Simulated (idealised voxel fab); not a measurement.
Process module name: voxel local oxidation
The figure presents cross-section cut, which has a width of 215 nm and is divided into square cells with an edge length of 5 nm.
How to read a cross-section here: the picture is a grid of square cells, written as bands going from the top down, and any band can span one or more rows of cells. Per band: top height and bottom height in nm, followed by the left-to-right materials and their widths in nm; "throughout" marks a single material spanning edge to edge, "blank" marks empty space. Height 0 is the level under which the wafer as received is all one material. The lowest band goes on downwards, as in "top 0, no bottom". A two-number width, for instance "30..40", indicates that the width is equal to the first number in the top row of the band and to the second number in the bottom row, and that it changes by a constant amount per row of cells. Key: "no change occurred" - step with no changed cell in the cross-section. "Entrapped void list" means: voids of 8 cells or more that are shut off from the top with no open way through. Written width x height at distance, distance from the left edge, in nm. Read whatever lies past the settings on a step's line as the simulator's own remark about the step. On any step carrying a mask, the "overlay nm" setting, if present on the step's line, tells how far right of its planned place the mask lay; negative values point to the left.
The planned process steps are enumerated hereunder:
step 1: op RECEIVE | material Si
step 2: op CONFORMAL_DEP | material SiO2 | thk nm 5
step 3: op CONFORMAL_DEP | material SiN | thk nm 10
step 4: op MASKED_ETCH | tone cover | mask id ACTIVE | width nm 90 | etch materials SiN | depth nm 10 | overlay nm 0
step 5: op SELECTIVE_ETCH | etch materials SiO2 | depth nm 5
step 6: op OXIDIZE | depth nm 10
step 7: op STRIP | etch materials SiN
Wafer at receipt (post step 1), cross-section:
> top 0, no bottom = Si throughout
> Entrapped void list: none
The first of two wafers, cross-sectioned at the end of the module, with the run proceeding as planned:
> top 5, bottom 0 = blank (65)  SiO2 (80)  blank (70)
> top 0, bottom -10 = SiO2 (75)  Si (60)  SiO2 (80)
> top -10, no bottom = Si throughout
> Entrapped void list: none
So this is wafer number two of the two, cut at the end of the module - it started where the first did and had the same plan, we just got one thing wrong running it:
> top 0, bottom -10 = SiO2 (70)  Si (70)  SiO2 (75)
> top -10, no bottom = Si throughout
> Entrapped void list: none
Finding, execution versus plan: step 2 was left out
The second wafer ends with more or fewer cells of some materials than the first, per final count: Si: 4 more | SiO2: 20 fewer
